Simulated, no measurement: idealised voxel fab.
process module | voxel wiring stack
cross-section cut | 250 nm wide | cells 5 nm
A cross-section is a grid of square cells, given in bands from the top down. A band is one or more rows of cells.
Each band's line starts with the height of the band's top and of its bottom, in nm. Then come its materials from left to right, each with its width in nm. One material with "throughout" fills the band from edge to edge. "air" is empty space.
Height 0 is the level under which the wafer as received is all one material. The lowest band goes on downwards, as in "0 down".
A width such as "30 to 40" changes by the same amount from each row of cells to the next, from the band's top row to its bottom row.
"no change" after a step means that no cell of the cross-section changed.
closed voids: empty space of 8 cells or more with no open way to the top, each as width x height at its distance from the left edge, in nm
after a step's settings: what the simulator itself notes on the step
overlay nm, on a step with a mask: how far to the right of its planned place the mask lay; to the left if negative
plan
1 op RECEIVE | material Si
2 op CONFORMAL_DEP | material SiO2 | thk nm 10
3 op CONFORMAL_DEP | material SiCN | thk nm 5
4 op DIRECTIONAL_DEP | material lowk | thk nm 15
5 op DIRECTIONAL_DEP | material aC | thk nm 15
6 op PATTERN | tone open | mask id METAL_1 | material resist | width nm 20 | pitch nm 40 | thk nm 35 | overlay nm 0
7 op DIRECTIONAL_ETCH | etch materials aC | depth nm 15
8 op STRIP | etch materials resist
9 op DIRECTIONAL_ETCH | etch materials lowk | depth nm 15
10 op DIRECTIONAL_ETCH | etch materials SiCN | depth nm 5
11 op STRIP | etch materials aC
12 op CONFORMAL_DEP | material TiN | thk nm 5
13 op FILL_DEP | material W | thk nm 5
14 op CMP | height nm 30
15 op CONFORMAL_DEP | material SiCN | thk nm 5
16 op DIRECTIONAL_DEP | material SiO2 | thk nm 10
17 op DIRECTIONAL_DEP | material aC | thk nm 10
18 op PATTERN | tone open | mask id PLUG_1 | material resist | width nm 15 | pitch nm 40 | thk nm 30 | overlay nm 0
19 op DIRECTIONAL_ETCH | etch materials aC | depth nm 10
20 op STRIP | etch materials resist
21 op DIRECTIONAL_ETCH | etch materials SiO2 | depth nm 10
22 op DIRECTIONAL_ETCH | etch materials SiCN | depth nm 5
23 op STRIP | etch materials aC
24 op CONFORMAL_DEP | material TiN | thk nm 5
25 op FILL_DEP | material Cu | thk nm 10
26 op CMP | height nm 45
27 op CONFORMAL_DEP | material SiCN | thk nm 5
28 op DIRECTIONAL_DEP | material SiO2 | thk nm 15
29 op DIRECTIONAL_DEP | material aC | thk nm 15
30 op PATTERN | tone open | mask id METAL_2 | material resist | width nm 20 | pitch nm 40 | thk nm 35 | overlay nm 0
31 op DIRECTIONAL_ETCH | etch materials aC | depth nm 15
32 op STRIP | etch materials resist
33 op DIRECTIONAL_ETCH | etch materials SiO2 | depth nm 15
34 op DIRECTIONAL_ETCH | etch materials SiCN | depth nm 5
35 op STRIP | etch materials aC
36 op CONFORMAL_DEP | material TiN | thk nm 5
37 op FILL_DEP | material Ru | thk nm 5
38 op CMP | height nm 65
39 op CONFORMAL_DEP | material SiCN | thk nm 5
40 op DIRECTIONAL_DEP | material lowk | thk nm 35
41 op DIRECTIONAL_DEP | material aC | thk nm 10
42 op PATTERN | tone open | mask id METAL_3_HOLES | material resist | width nm 15 | pitch nm 40 | thk nm 25 | overlay nm 0
43 op DIRECTIONAL_ETCH | etch materials aC | depth nm 10
44 op STRIP | etch materials resist
45 op DIRECTIONAL_ETCH | etch materials lowk | depth nm 35
46 op STRIP | etch materials aC
47 op PATTERN | tone open | mask id METAL_3 | material resist | width nm 20 | pitch nm 40 | thk nm 20 | overlay nm 0
48 op DIRECTIONAL_ETCH | etch materials lowk | depth nm 20
49 op DIRECTIONAL_ETCH | etch materials SiCN | depth nm 5
50 op STRIP | etch materials resist
51 op CONFORMAL_DEP | material TiN | thk nm 5
52 op FILL_DEP | material Cu | thk nm 5
53 op CMP | height nm 105
54 op CONFORMAL_DEP | material SiN | thk nm 5
as received, after step 1
  0 down: Si throughout
  closed voids: none
a wafer at the end: this start, this plan, one mistake
  110 to 105: SiN throughout
  105 to 90: Cu 85 | TiN 5 | lowk 5 | TiN 5 | Cu 25 | TiN 5 | lowk 5 | TiN 5 | Cu 25 | TiN 5 | lowk 5 | TiN 5 | Cu 70
  90 to 85: TiN 80 | Cu 5 | TiN 5 | lowk 5 | TiN 25 | Cu 5 | TiN 5 | lowk 5 | TiN 25 | Cu 5 | TiN 5 | lowk 5 | TiN 75
  85 to 75: lowk 75 | TiN 5 | Cu 5 | TiN 5 | lowk 25 | TiN 5 | Cu 5 | TiN 5 | lowk 25 | TiN 5 | Cu 5 | TiN 5 | lowk 80
  75 to 70: lowk 75 | TiN 15 | lowk 25 | TiN 15 | lowk 25 | TiN 15 | lowk 80
  70 to 65: SiCN throughout
  65 to 50: SiO2 75 | TiN 5 | Ru 10 | TiN 5 | SiO2 20 | TiN 5 | Ru 10 | TiN 5 | SiO2 20 | TiN 5 | Ru 10 | TiN 5 | SiO2 75
  50 to 45: SiCN 75 | TiN 20 | SiCN 20 | TiN 20 | SiCN 20 | TiN 20 | SiCN 75
  45 to 35: SiO2 75 | TiN 5 | Cu 5 | TiN 5 | SiO2 25 | TiN 5 | Cu 5 | TiN 5 | SiO2 25 | TiN 5 | Cu 5 | TiN 5 | SiO2 80
  35 to 30: SiCN 75 | TiN 15 | SiCN 25 | TiN 15 | SiCN 25 | TiN 15 | SiCN 80
  30 to 15: lowk 75 | TiN 5 | W 10 | TiN 5 | lowk 20 | TiN 5 | W 10 | TiN 5 | lowk 20 | TiN 5 | W 10 | TiN 5 | lowk 75
  15 to 10: SiCN 75 | TiN 20 | SiCN 20 | TiN 20 | SiCN 20 | TiN 20 | SiCN 75
  10 to 0: SiO2 throughout
  0 down: Si throughout
  closed voids: none
what went wrong: step 47 ran as: op PATTERN | tone cover | mask id METAL_3 | material resist | width nm 20 | pitch nm 40 | thk nm 20 | overlay nm 0
